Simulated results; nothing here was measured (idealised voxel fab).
Process module name: voxel ribs on slabs
This is section cut - it's 195 nm across, gridded in 5 nm square cells.
Format of a cross-section: grid, square cells. Given as bands. Order: top down. Band: one or more rows of cells. A band entry consists of two parts. The first gives the height of the band's top and the height of its bottom, in nm. The rest lists the band's materials from left to right, each with its width in nm. A single material labelled with the word "everywhere" fills the band from edge to edge, and the word "blank" marks empty space. Counting heights begins at 0, where everything beneath is, in the wafer as received, one material. The lowest band has no bottom; it goes on downwards, as "z 0 and below" shows. It should be noted that a width expressed as "30 to 40" varies in equal increments from row to row of cells within the band, taking the value of the first number at the top row and that of the second number at the bottom row. "no change", as given for a step, is the statement that not any cell of the cross-section underwent a change during that step. The list in "Enclosed voids" covers empty spaces of 8 cells or more that cannot reach the top through any open way, and it gives each as width x height at distance; the distance is from the left edge, and width, height and distance are in nm. On each step's line, the part that comes after the settings is the simulator's own comment on the step. overlay nm: how far to the right of its planned place the mask lay on this masked step (negative: to the left).
-- plan
- 1: RECEIVE [material Si]
- 2: DIRECTIONAL_DEP [material SiO2] [thk nm 25]
- 3: DIRECTIONAL_DEP [material polySi] [thk nm 20]
- 4: MASKED_ETCH [tone cover] [mask id RIB] [width nm 15] [etch materials polySi] [depth nm 15] [overlay nm 0]
- 5: DIRECTIONAL_DEP [material aC] [thk nm 15]
- 6: PATTERN [tone cover] [mask id SLAB] [material resist] [width nm 65] [thk nm 35] [overlay nm 0]
- 7: DIRECTIONAL_ETCH [etch materials aC] [depth nm 15]
- 8: STRIP [etch materials resist]
- 9: DIRECTIONAL_ETCH [etch materials polySi] [depth nm 5]
- 10: STRIP [etch materials aC]
- 11: FILL_DEP [material SiO2] [thk nm 20]
- 12: CMP [height nm 55]
- 13: DIRECTIONAL_DEP [material TiN] [thk nm 5]
- 14: PATTERN [tone cover] [mask id HEATER] [material resist] [width nm 25] [thk nm 20] [overlay nm 0]
- 15: DIRECTIONAL_ETCH [etch materials TiN] [depth nm 5]
- 16: STRIP [etch materials resist]
- 17: CONFORMAL_DEP [material SiN] [thk nm 5]
-- First wafer of two (run as planned)
-- Received-state cross-section, reflecting completion of step 1
	z 0 and below | Si everywhere
	Enclosed voids: none
-- You're looking at a cross-section of the wafer after step 2
	z 25 to 0 | SiO2 everywhere
	Note: structure below 0 unchanged.
-- You're looking at a cross-section of the wafer after step 3
	z 45 to 25 | polySi everywhere
	Note: structure below 25 unchanged.
-- You're looking at a cross-section of the wafer after step 4
	z 45 to 30 | blank (90), then polySi (15), then blank (90)
	Note: structure below 30 unchanged.
-- You're looking at a cross-section of the wafer after step 5
	z 60 to 45 | blank (90), then aC (15), then blank (90)
	z 45 to 30 | aC (90), then polySi (15), then aC (90)
	Note: structure below 30 unchanged.
-- You're looking at a cross-section of the wafer after step 6
	z 95 to 60 | blank (65), then resist (65), then blank (65)
	z 60 to 45 | blank (65), then resist (25), then aC (15), then resist (25), then blank (65)
	Note: structure below 45 unchanged.
-- You're looking at a cross-section of the wafer after step 7
	z 80 to 60 | blank (65), then resist (65), then blank (65)
	z 60 to 45 | blank (65), then resist (25), then aC (15), then resist (25), then blank (65)
	z 45 to 30 | blank (65), then aC (25), then polySi (15), then aC (25), then blank (65)
	Note: structure below 30 unchanged.
-- You're looking at a cross-section of the wafer after step 8
	z 60 to 45 | blank (90), then aC (15), then blank (90)
	Note: structure below 45 unchanged.
-- You're looking at a cross-section of the wafer after step 9
	z 60 to 45 | blank (90), then aC (15), then blank (90)
	z 45 to 30 | blank (65), then aC (25), then polySi (15), then aC (25), then blank (65)
	z 30 to 25 | blank (65), then polySi (65), then blank (65)
	Note: structure below 25 unchanged.
-- You're looking at a cross-section of the wafer after step 10
	z 45 to 30 | blank (90), then polySi (15), then blank (90)
	Note: structure below 30 unchanged.
-- You're looking at a cross-section of the wafer after step 11
	z 65 to 45 | SiO2 everywhere
	z 45 to 30 | SiO2 (90), then polySi (15), then SiO2 (90)
	z 30 to 25 | SiO2 (65), then polySi (65), then SiO2 (65)
	Note: structure below 25 unchanged.
-- You're looking at a cross-section of the wafer after step 12
	z 55 to 45 | SiO2 everywhere
	Note: structure below 45 unchanged.
-- You're looking at a cross-section of the wafer after step 13
	z 60 to 55 | TiN everywhere
	Note: structure below 55 unchanged.
-- You're looking at a cross-section of the wafer after step 14
	z 80 to 60 | blank (85), then resist (25), then blank (85)
	Note: structure below 60 unchanged.
-- You're looking at a cross-section of the wafer after step 15
	z 80 to 60 | blank (85), then resist (25), then blank (85)
	z 60 to 55 | blank (85), then TiN (25), then blank (85)
	Note: structure below 55 unchanged.
-- You're looking at a cross-section of the wafer after step 16
	z 60 to 55 | blank (85), then TiN (25), then blank (85)
	Note: structure below 55 unchanged.
-- You're looking at a cross-section of the wafer after step 17
	z 65 to 60 | blank (80), then SiN (35), then blank (80)
	z 60 to 55 | SiN (85), then TiN (25), then SiN (85)
	Note: structure below 55 unchanged.
-- Second wafer. Start and plan as for the first. One mistake made in running. Agrees with the first up to and including step 3
-- Second wafer shown in cross-section at the time step 4 was slated to end
	z 45 to 30 | blank (85), then polySi (15), then blank (95)
	Note: structure below 30 unchanged.
-- Second wafer shown in cross-section at the time step 5 was slated to end
	z 60 to 45 | blank (85), then aC (15), then blank (95)
	z 45 to 30 | aC (85), then polySi (15), then aC (95)
	Note: structure below 30 unchanged.
-- Second wafer shown in cross-section at the time step 6 was slated to end
	z 95 to 60 | blank (65), then resist (65), then blank (65)
	z 60 to 45 | blank (65), then resist (20), then aC (15), then resist (30), then blank (65)
	Note: structure below 45 unchanged.
-- Second wafer shown in cross-section at the time step 7 was slated to end
	z 80 to 60 | blank (65), then resist (65), then blank (65)
	z 60 to 45 | blank (65), then resist (20), then aC (15), then resist (30), then blank (65)
	z 45 to 30 | blank (65), then aC (20), then polySi (15), then aC (30), then blank (65)
	Note: structure below 30 unchanged.
-- Second wafer shown in cross-section at the time step 8 was slated to end
	z 60 to 45 | blank (85), then aC (15), then blank (95)
	Note: structure below 45 unchanged.
-- Second wafer shown in cross-section at the time step 9 was slated to end
	z 60 to 45 | blank (85), then aC (15), then blank (95)
	z 45 to 30 | blank (65), then aC (20), then polySi (15), then aC (30), then blank (65)
	z 30 to 25 | blank (65), then polySi (65), then blank (65)
	Note: structure below 25 unchanged.
-- Second wafer shown in cross-section at the time step 10 was slated to end
	z 45 to 30 | blank (85), then polySi (15), then blank (95)
	Note: structure below 30 unchanged.
-- Second wafer shown in cross-section at the time step 11 was slated to end
	z 65 to 45 | SiO2 everywhere
	z 45 to 30 | SiO2 (85), then polySi (15), then SiO2 (95)
	z 30 to 25 | SiO2 (65), then polySi (65), then SiO2 (65)
	Note: structure below 25 unchanged.
-- Second wafer shown in cross-section at the time step 12 was slated to end
	z 55 to 45 | SiO2 everywhere
	Note: structure below 45 unchanged.
-- Second wafer shown in cross-section at the time step 13 was slated to end
	z 60 to 55 | TiN everywhere
	Note: structure below 55 unchanged.
-- Second wafer shown in cross-section at the time step 14 was slated to end
	z 80 to 60 | blank (85), then resist (25), then blank (85)
	Note: structure below 60 unchanged.
-- Second wafer shown in cross-section at the time step 15 was slated to end
	z 80 to 60 | blank (85), then resist (25), then blank (85)
	z 60 to 55 | blank (85), then TiN (25), then blank (85)
	Note: structure below 55 unchanged.
-- Second wafer shown in cross-section at the time step 16 was slated to end
	z 60 to 55 | blank (85), then TiN (25), then blank (85)
	Note: structure below 55 unchanged.
-- Second wafer shown in cross-section at the time step 17 was slated to end
	z 65 to 60 | blank (80), then SiN (35), then blank (80)
	z 60 to 55 | SiN (85), then TiN (25), then SiN (85)
	Note: structure below 55 unchanged.
what went wrong: step 4 was run on a setting that differed from the plan, and what really ran there is MASKED_ETCH [tone cover] [mask id RIB] [width nm 15] [etch materials polySi] [depth nm 15] [overlay nm -5]
Matching per-material cell counts, mismatched positions: that is how the second wafer compares with the first at the end.
